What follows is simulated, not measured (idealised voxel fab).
This section sets out a process module, namely voxel wiring stack.
The cross-section on display is named cut; it measures 220 nm wide, and its cells are 5 nm squares.
Format of a cross-section: grid, square cells. Given as bands. Order: top down. Band: one or more rows of cells. Look at the band entry: it leads with the top's height and the bottom's height in nm. Then it lists the materials left to right, with a width in nm for each. The word "everywhere" on a single material says that material fills the band edge to edge. The word "air" is empty space. Heights are expressed relative to 0, this being the level below which the as-received wafer comprises one material exclusively. The lowest band is unbounded in the downward direction and is denoted as in "0 and below". Think of "30..40" as a width that walks from the first number to the second as you go down the band, top row to bottom row, taking equal-sized steps from row to row. For the purposes of this document, the phrase "no alteration" attached to a step denotes that no cell within the cross-section was modified by that step. Enclosed voids (no open way to top), threshold 8 cells or more, entry "Non-vented voids", notation width x height at distance, distance from left edge, nm. Formally, on a step line, whatever follows the settings is a remark that the simulator itself makes on the step. Each step line may optionally specify "overlay nm", which for a step with a mask gives the rightward distance between the mask's planned place and where it lay, a negative value indicating the leftward direction.
# Process steps foreseen in the plan
1) RECEIVE: material Si
2) CONFORMAL_DEP: material SiO2, thk nm 10
3) DIRECTIONAL_DEP: material TiN, thk nm 5
4) DIRECTIONAL_DEP: material Ru, thk nm 15
5) MASKED_ETCH: tone cover, mask id METAL_1, width nm 30, pitch nm 50, etch materials Ru, depth nm 15, overlay nm 0
6) MASKED_ETCH: tone cover, mask id METAL_1, width nm 30, pitch nm 50, etch materials TiN, depth nm 5, overlay nm 0
7) FILL_DEP: material lowk, thk nm 5
8) CMP: height nm 30
9) CONFORMAL_DEP: material SiCN, thk nm 5
10) DIRECTIONAL_DEP: material lowk, thk nm 10
11) MASKED_ETCH: tone open, mask id PLUG_1, width nm 15, pitch nm 50, etch materials lowk, depth nm 10, overlay nm 0
12) MASKED_ETCH: tone open, mask id PLUG_1, width nm 15, pitch nm 50, etch materials SiCN, depth nm 5, overlay nm 0
13) EPI: material Ru, thk nm 10
14) EPI: material Ru, thk nm 5
15) DIRECTIONAL_DEP: material TiN, thk nm 5
16) DIRECTIONAL_DEP: material Ru, thk nm 20
17) DIRECTIONAL_DEP: material aC, thk nm 10
18) PATTERN: tone cover, mask id METAL_2, material resist, width nm 30, pitch nm 50, thk nm 30, overlay nm 0
19) DIRECTIONAL_ETCH: etch materials aC, depth nm 10
20) STRIP: etch materials resist
21) DIRECTIONAL_ETCH: etch materials Ru, depth nm 20
22) DIRECTIONAL_ETCH: etch materials TiN, depth nm 5
23) STRIP: etch materials aC
24) CONFORMAL_DEP: material SiN, thk nm 5
25) FILL_DEP: material SiO2, thk nm 5
26) CMP: height nm 70
27) CONFORMAL_DEP: material SiCN, thk nm 5
28) DIRECTIONAL_DEP: material lowk, thk nm 20
29) PATTERN: tone open, mask id PLUG_2, material resist, width nm 15, pitch nm 50, thk nm 20, overlay nm 0
30) DIRECTIONAL_ETCH: etch materials lowk, depth nm 20
31) DIRECTIONAL_ETCH: etch materials SiCN, depth nm 5
32) STRIP: etch materials resist
33) EPI: material Ru, thk nm 10
34) EPI: material Ru, thk nm 10
35) EPI: material Ru, thk nm 5
36) CONFORMAL_DEP: material SiCN, thk nm 5
37) DIRECTIONAL_DEP: material lowk, thk nm 25
38) MASKED_ETCH: tone open, mask id METAL_3, width nm 30, pitch nm 50, etch materials lowk, depth nm 25, overlay nm 0
39) MASKED_ETCH: tone open, mask id METAL_3, width nm 30, pitch nm 50, etch materials SiCN, depth nm 5, overlay nm 0
40) CONFORMAL_DEP: material TiN, thk nm 5
41) FILL_DEP: material W, thk nm 5
42) CMP: height nm 125
43) EPI: material Ru, thk nm 5
44) FILL_DEP: material SiCN, thk nm 5
# So, the first of our two wafers, run just as we planned it
# Incoming wafer, cross-sectional view, post step 1
> 0 and below | Si everywhere
> Non-vented voids: none
# Step 2 done - wafer cross-section
> 10 down to 0 | SiO2 everywhere
> No changes below 0.
# Step 3 done - wafer cross-section
> 15 down to 10 | TiN everywhere
> No changes below 10.
# Step 4 done - wafer cross-section
> 30 down to 15 | Ru everywhere
> No changes below 15.
# Step 5 done - wafer cross-section
> 30 down to 15 | air=45; Ru=30; air=20; Ru=30; air=20; Ru=30; air=45
> No changes below 15.
# Step 6 done - wafer cross-section
> 30 down to 15 | air=45; Ru=30; air=20; Ru=30; air=20; Ru=30; air=45
> 15 down to 10 | air=45; TiN=30; air=20; TiN=30; air=20; TiN=30; air=45
> No changes below 10.
# Step 7 done - wafer cross-section
> 35 down to 30 | lowk everywhere
> 30 down to 15 | lowk=45; Ru=30; lowk=20; Ru=30; lowk=20; Ru=30; lowk=45
> 15 down to 10 | lowk=45; TiN=30; lowk=20; TiN=30; lowk=20; TiN=30; lowk=45
> No changes below 10.
# Step 8 done - wafer cross-section
> 30 down to 15 | lowk=45; Ru=30; lowk=20; Ru=30; lowk=20; Ru=30; lowk=45
> No changes below 15.
# Step 9 done - wafer cross-section
> 35 down to 30 | SiCN everywhere
> No changes below 30.
# Step 10 done - wafer cross-section
> 45 down to 35 | lowk everywhere
> No changes below 35.
# Step 11 done - wafer cross-section
> 45 down to 35 | lowk=45; air=15; lowk=35; air=15; lowk=35; air=15; lowk=60
> No changes below 35.
# Step 12 done - wafer cross-section
> 45 down to 35 | lowk=45; air=15; lowk=35; air=15; lowk=35; air=15; lowk=60
> 35 down to 30 | SiCN=45; air=15; SiCN=35; air=15; SiCN=35; air=15; SiCN=60
> No changes below 30.
# Step 13 done - wafer cross-section
> 45 down to 40 | lowk=45; air=15; lowk=35; air=15; lowk=35; air=15; lowk=60
> 40 down to 35 | lowk=45; Ru=15; lowk=35; Ru=15; lowk=35; Ru=15; lowk=60
> 35 down to 30 | SiCN=45; Ru=15; SiCN=35; Ru=15; SiCN=35; Ru=15; SiCN=60
> No changes below 30.
# Step 14 done - wafer cross-section
> 45 down to 35 | lowk=45; Ru=15; lowk=35; Ru=15; lowk=35; Ru=15; lowk=60
> No changes below 35.
# Step 15 done - wafer cross-section
> 50 down to 45 | TiN everywhere
> No changes below 45.
# Step 16 done - wafer cross-section
> 70 down to 50 | Ru everywhere
> No changes below 50.
# Step 17 done - wafer cross-section
> 80 down to 70 | aC everywhere
> No changes below 70.
# Step 18 done - wafer cross-section
> 110 down to 80 | air=45; resist=30; air=20; resist=30; air=20; resist=30; air=45
> No changes below 80.
# Step 19 done - wafer cross-section
> 100 down to 80 | air=45; resist=30; air=20; resist=30; air=20; resist=30; air=45
> 80 down to 70 | air=45; aC=30; air=20; aC=30; air=20; aC=30; air=45
> No changes below 70.
# Step 20 done - wafer cross-section
> 80 down to 70 | air=45; aC=30; air=20; aC=30; air=20; aC=30; air=45
> No changes below 70.
# Step 21 done - wafer cross-section
> 80 down to 70 | air=45; aC=30; air=20; aC=30; air=20; aC=30; air=45
> 70 down to 50 | air=45; Ru=30; air=20; Ru=30; air=20; Ru=30; air=45
> No changes below 50.
# Step 22 done - wafer cross-section
> 80 down to 70 | air=45; aC=30; air=20; aC=30; air=20; aC=30; air=45
> 70 down to 50 | air=45; Ru=30; air=20; Ru=30; air=20; Ru=30; air=45
> 50 down to 45 | air=45; TiN=30; air=20; TiN=30; air=20; TiN=30; air=45
> No changes below 45.
# Step 23 done - wafer cross-section
> 70 down to 50 | air=45; Ru=30; air=20; Ru=30; air=20; Ru=30; air=45
> No changes below 50.
# Step 24 done - wafer cross-section
> 75 down to 70 | air=40; SiN=40; air=10; SiN=40; air=10; SiN=40; air=40
> 70 down to 50 | air=40; SiN=5; Ru=30; SiN=5; air=10; SiN=5; Ru=30; SiN=5; air=10; SiN=5; Ru=30; SiN=5; air=40
> 50 down to 45 | SiN=45; TiN=30; SiN=20; TiN=30; SiN=20; TiN=30; SiN=45
> No changes below 45.
# Step 25 done - wafer cross-section
> 80 down to 75 | SiO2 everywhere
> 75 down to 70 | SiO2=40; SiN=40; SiO2=10; SiN=40; SiO2=10; SiN=40; SiO2=40
> 70 down to 50 | SiO2=40; SiN=5; Ru=30; SiN=5; SiO2=10; SiN=5; Ru=30; SiN=5; SiO2=10; SiN=5; Ru=30; SiN=5; SiO2=40
> No changes below 50.
# Step 26 done - wafer cross-section
> 70 down to 50 | SiO2=40; SiN=5; Ru=30; SiN=5; SiO2=10; SiN=5; Ru=30; SiN=5; SiO2=10; SiN=5; Ru=30; SiN=5; SiO2=40
> No changes below 50.
# Step 27 done - wafer cross-section
> 75 down to 70 | SiCN everywhere
> No changes below 70.
# Step 28 done - wafer cross-section
> 95 down to 75 | lowk everywhere
> No changes below 75.
# Step 29 done - wafer cross-section
> 115 down to 95 | resist=45; air=15; resist=35; air=15; resist=35; air=15; resist=60
> No changes below 95.
# Step 30 done - wafer cross-section
> 115 down to 95 | resist=45; air=15; resist=35; air=15; resist=35; air=15; resist=60
> 95 down to 75 | lowk=45; air=15; lowk=35; air=15; lowk=35; air=15; lowk=60
> No changes below 75.
# Step 31 done - wafer cross-section
> 115 down to 95 | resist=45; air=15; resist=35; air=15; resist=35; air=15; resist=60
> 95 down to 75 | lowk=45; air=15; lowk=35; air=15; lowk=35; air=15; lowk=60
> 75 down to 70 | SiCN=45; air=15; SiCN=35; air=15; SiCN=35; air=15; SiCN=60
> No changes below 70.
# Step 32 done - wafer cross-section
> 95 down to 75 | lowk=45; air=15; lowk=35; air=15; lowk=35; air=15; lowk=60
> No changes below 75.
# Step 33 done - wafer cross-section
> 95 down to 80 | lowk=45; air=15; lowk=35; air=15; lowk=35; air=15; lowk=60
> 80 down to 75 | lowk=45; Ru=15; lowk=35; Ru=15; lowk=35; Ru=15; lowk=60
> 75 down to 70 | SiCN=45; Ru=15; SiCN=35; Ru=15; SiCN=35; Ru=15; SiCN=60
> No changes below 70.
# Step 34 done - wafer cross-section
> 95 down to 90 | lowk=45; air=15; lowk=35; air=15; lowk=35; air=15; lowk=60
> 90 down to 75 | lowk=45; Ru=15; lowk=35; Ru=15; lowk=35; Ru=15; lowk=60
> No changes below 75.
# Step 35 done - wafer cross-section
> 95 down to 75 | lowk=45; Ru=15; lowk=35; Ru=15; lowk=35; Ru=15; lowk=60
> No changes below 75.
# Step 36 done - wafer cross-section
> 100 down to 95 | SiCN everywhere
> No changes below 95.
# Step 37 done - wafer cross-section
> 125 down to 100 | lowk everywhere
> No changes below 100.
# Step 38 done - wafer cross-section
> 125 down to 100 | lowk=45; air=30; lowk=20; air=30; lowk=20; air=30; lowk=45
> No changes below 100.
# Step 39 done - wafer cross-section
> 125 down to 100 | lowk=45; air=30; lowk=20; air=30; lowk=20; air=30; lowk=45
> 100 down to 95 | SiCN=45; air=30; SiCN=20; air=30; SiCN=20; air=30; SiCN=45
> No changes below 95.
# Step 40 done - wafer cross-section
> 130 down to 125 | TiN=50; air=20; TiN=30; air=20; TiN=30; air=20; TiN=50
> 125 down to 100 | lowk=45; TiN=5; air=20; TiN=5; lowk=20; TiN=5; air=20; TiN=5; lowk=20; TiN=5; air=20; TiN=5; lowk=45
> 100 down to 95 | SiCN=45; TiN=30; SiCN=20; TiN=30; SiCN=20; TiN=30; SiCN=45
> No changes below 95.
# Step 41 done - wafer cross-section
> 135 down to 130 | W everywhere
> 130 down to 125 | TiN=50; W=20; TiN=30; W=20; TiN=30; W=20; TiN=50
> 125 down to 100 | lowk=45; TiN=5; W=20; TiN=5; lowk=20; TiN=5; W=20; TiN=5; lowk=20; TiN=5; W=20; TiN=5; lowk=45
> No changes below 100.
# Step 42 done - wafer cross-section
> 125 down to 100 | lowk=45; TiN=5; W=20; TiN=5; lowk=20; TiN=5; W=20; TiN=5; lowk=20; TiN=5; W=20; TiN=5; lowk=45
> No changes below 100.
# Step 43 done - wafer cross-section
> 130 down to 125 | air=40; Ru=40; air=10; Ru=40; air=10; Ru=40; air=40
> No changes below 125.
# Step 44 done - wafer cross-section
> 135 down to 130 | SiCN everywhere
> 130 down to 125 | SiCN=40; Ru=40; SiCN=10; Ru=40; SiCN=10; Ru=40; SiCN=40
> No changes below 125.
# Okay, second wafer. Nothing different at the start, nothing different in the plan, just one mistake somewhere in the running. As far as step 37, counting that step, it's the first wafer all over again
# Cross-section of the second wafer corresponding to the planned conclusion of step 38
> 125 down to 100 | lowk=35; air=30; lowk=20; air=30; lowk=20; air=30; lowk=55
> No changes below 100.
# Cross-section of the second wafer corresponding to the planned conclusion of step 39
> 125 down to 100 | lowk=35; air=30; lowk=20; air=30; lowk=20; air=30; lowk=55
> 100 down to 95 | SiCN=45; air=20; SiCN=30; air=20; SiCN=30; air=20; SiCN=55
> No changes below 95.
# Cross-section of the second wafer corresponding to the planned conclusion of step 40
> 130 down to 125 | TiN=40; air=20; TiN=30; air=20; TiN=30; air=20; TiN=60
> 125 down to 105 | lowk=35; TiN=5; air=20; TiN=5; lowk=20; TiN=5; air=20; TiN=5; lowk=20; TiN=5; air=20; TiN=5; lowk=55
> 105 down to 100 | lowk=35; TiN=15; air=10; TiN=5; lowk=20; TiN=15; air=10; TiN=5; lowk=20; TiN=15; air=10; TiN=5; lowk=55
> 100 down to 95 | SiCN=45; TiN=20; SiCN=30; TiN=20; SiCN=30; TiN=20; SiCN=55
> No changes below 95.
# Cross-section of the second wafer corresponding to the planned conclusion of step 41
> 135 down to 130 | W everywhere
> 130 down to 125 | TiN=40; W=20; TiN=30; W=20; TiN=30; W=20; TiN=60
> 125 down to 105 | lowk=35; TiN=5; W=20; TiN=5; lowk=20; TiN=5; W=20; TiN=5; lowk=20; TiN=5; W=20; TiN=5; lowk=55
> 105 down to 100 | lowk=35; TiN=15; W=10; TiN=5; lowk=20; TiN=15; W=10; TiN=5; lowk=20; TiN=15; W=10; TiN=5; lowk=55
> No changes below 100.
# Cross-section of the second wafer corresponding to the planned conclusion of step 42
> 125 down to 105 | lowk=35; TiN=5; W=20; TiN=5; lowk=20; TiN=5; W=20; TiN=5; lowk=20; TiN=5; W=20; TiN=5; lowk=55
> No changes below 105.
# Cross-section of the second wafer corresponding to the planned conclusion of step 43
> 130 down to 125 | air=30; Ru=40; air=10; Ru=40; air=10; Ru=40; air=50
> No changes below 125.
# Cross-section of the second wafer corresponding to the planned conclusion of step 44
> 135 down to 130 | SiCN everywhere
> 130 down to 125 | SiCN=30; Ru=40; SiCN=10; Ru=40; SiCN=10; Ru=40; SiCN=50
> No changes below 125.
Nonconformance to the process plan: for step 38, the planned setting was not used; the step was instead run as MASKED_ETCH: tone open, mask id METAL_3, width nm 30, pitch nm 50, etch materials lowk, depth nm 25, overlay nm -10
End check, counted in cells, second wafer has more or fewer of these materials than the first: 6 more of SiCN | 6 fewer of W
